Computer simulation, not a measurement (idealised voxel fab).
Process module in this document: voxel released beams
For reference, the cross-section in this document is cut, with width 290 nm and square cells of 5 nm.
Heads up, the way a cross-section reads in here is a grid of square cells, handed over as bands from the top down, with every band being one or more rows of cells.
Quick guide to a band line: top height, bottom height (nm) up front; then every material left to right with its width in nm. Only one material and it's marked "edge to edge"? Then it fills the band edge to edge. And "empty" just means empty space.
Height is counted from the level 0, under which the received wafer is composed throughout of one material. The lowest of the bands is not closed at the bottom but continues downward, in the notation "z 0 and below".
With a width like "30..40", each row of cells in the band differs from the next by the same amount, the top row carrying the first number and the bottom row the second.
"no alterations made" (step): cross-section cells unchanged, all of them.
"Closed internal voids" enumerates empty spaces isolated from the top, with no open way to it, that contain at least 8 cells, giving each as width x height at distance from the left edge, all three in nm.
That trailing text on a step's line, after the settings, is the simulator's own remark on the step.
overlay nm: mask offset rightward from planned place, masked step; negative means leftward offset.

Process steps foreseen in the plan:
1 RECEIVE: material Si
2 CONFORMAL_DEP: material Al2O3, thk nm 10
3 DIRECTIONAL_DEP: material SiO2, thk nm 5
4 PATTERN: tone open, mask id ANCHOR, material resist, width nm 25, thk nm 20, overlay nm 0
5 DIRECTIONAL_ETCH: etch materials SiO2, depth nm 10
6 STRIP: etch materials resist
7 CONFORMAL_DEP: material SiN, thk nm 10
8 MASKED_ETCH: tone cover, mask id BEAM, width nm 80, etch materials SiN, depth nm 10, overlay nm 0
9 STRIP: etch materials SiO2
The plan shows the thk nm of step 3 as the first wafer had it; this setting differs between the wafers, which start out alike.

Cross-section, first of several wafers, as delivered after step 1:
* z 0 and below = Si edge to edge
* Closed internal voids: none

Cross-sectional representation of the first of several wafers at the end of the module, i.e. after its terminal step, step 9:
* z 25 to 20 = empty 100 nm, then SiN 15 nm, then empty 5 nm, then SiN 60 nm, then empty 110 nm
* z 20 to 10 = empty 100..105 nm, then SiN 80..25 nm, then empty 110..160 nm
* z 10 to 0 = Al2O3 edge to edge
* z 0 and below = Si edge to edge
* Closed internal voids: none

Wafer cross-section (last wafer, module end):
* z 10 to 0 = Al2O3 edge to edge
* z 0 and below = Si edge to edge
* Closed internal voids: none

Per-wafer rows below. For each material: cells gained (+) or lost (-) since the wafer was received, as of end of module. Then: closed voids:
thk nm 5 | +116 Al2O3 | +36 SiN | Closed internal voids: none
thk nm 10 | +116 Al2O3 | +40 SiN | Closed internal voids: none
thk nm 15 | +116 Al2O3 | Closed internal voids: none
thk nm 20 | +116 Al2O3 | Closed internal voids: none
thk nm 25 | +116 Al2O3 | Closed internal voids: none
